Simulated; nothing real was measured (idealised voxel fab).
process module | voxel trench capacitor
cross-section cut | 205 nm wide | cells 5 nm
A cross-section is a grid of square cells, given in bands from the top down. A band is one or more rows of cells.
Each band's line starts with the height of the band's top and of its bottom, in nm. Then come its materials from left to right, each with its width in nm. One material with "throughout" fills the band from edge to edge. "air" is empty space.
Height 0 is the level under which the wafer as received is all one material. The lowest band goes on downwards, as in "0 down".
A width such as "30 to 40" changes by the same amount from each row of cells to the next, from the band's top row to its bottom row.
"no change" after a step means that no cell of the cross-section changed.
closed voids: empty space of 8 cells or more with no open way to the top, each as width x height at its distance from the left edge, in nm
after a step's settings: what the simulator itself notes on the step
overlay nm, on a step with a mask: how far to the right of its planned place the mask lay; to the left if negative
plan
1 op RECEIVE | material Si
2 op CONFORMAL_DEP | material SiN | thk nm 10
3 op MASKED_ETCH | tone open | mask id TRENCH | width nm 25 | pitch nm 40 | etch materials SiN | depth nm 10 | overlay nm 0
4 op MASKED_ETCH | tone open | mask id TRENCH | width nm 25 | pitch nm 40 | etch materials Si | depth nm 30 | overlay nm 0
5 op CONFORMAL_DEP | material SiO2 | thk nm 5
6 op FILL_DEP | material polySi | thk nm 5
7 op CMP | height nm 10
first wafer, as planned
as received, after step 1
  0 down: Si throughout
  closed voids: none
after step 2
  10 to 0: SiN throughout
  below 0: unchanged
after step 3
  10 to 0: SiN 70 | air 25 | SiN 15 | air 25 | SiN 70
  below 0: unchanged
after step 4
  10 to 0: SiN 70 | air 25 | SiN 15 | air 25 | SiN 70
  0 to -30: Si 70 | air 25 | Si 15 | air 25 | Si 70
  below -30: unchanged
after step 5
  15 to 10: SiO2 75 | air 15 | SiO2 25 | air 15 | SiO2 75
  10 to 0: SiN 70 | SiO2 5 | air 15 | SiO2 5 | SiN 15 | SiO2 5 | air 15 | SiO2 5 | SiN 70
  0 to -25: Si 70 | SiO2 5 | air 15 | SiO2 5 | Si 15 | SiO2 5 | air 15 | SiO2 5 | Si 70
  -25 to -30: Si 70 | SiO2 25 | Si 15 | SiO2 25 | Si 70
  below -30: unchanged
after step 6
  20 to 15: polySi throughout
  15 to 10: SiO2 75 | polySi 15 | SiO2 25 | polySi 15 | SiO2 75
  10 to 0: SiN 70 | SiO2 5 | polySi 15 | SiO2 5 | SiN 15 | SiO2 5 | polySi 15 | SiO2 5 | SiN 70
  0 to -25: Si 70 | SiO2 5 | polySi 15 | SiO2 5 | Si 15 | SiO2 5 | polySi 15 | SiO2 5 | Si 70
  below -25: unchanged
after step 7
  10 to 0: SiN 70 | SiO2 5 | polySi 15 | SiO2 5 | SiN 15 | SiO2 5 | polySi 15 | SiO2 5 | SiN 70
  below 0: unchanged
second wafer: like start, like plan, one mistake. Through step 1 it matches the first wafer
when step 2 should have ended
  10 to 0: SiO2 throughout
  below 0: unchanged
when step 3 should have ended: no change
when step 4 should have ended: no change
when step 5 should have ended
  15 to 0: SiO2 throughout
  below 0: unchanged
when step 6 should have ended
  20 to 15: polySi throughout
  below 15: unchanged
when step 7 should have ended
  10 to 0: SiO2 throughout
  below 0: unchanged
what went wrong: step 2 ran as: op CONFORMAL_DEP | material SiO2 | thk nm 10
at the end the second wafer has, in cells: 60 more of Si | 62 fewer of SiN | 44 more of SiO2 | 42 fewer of polySi
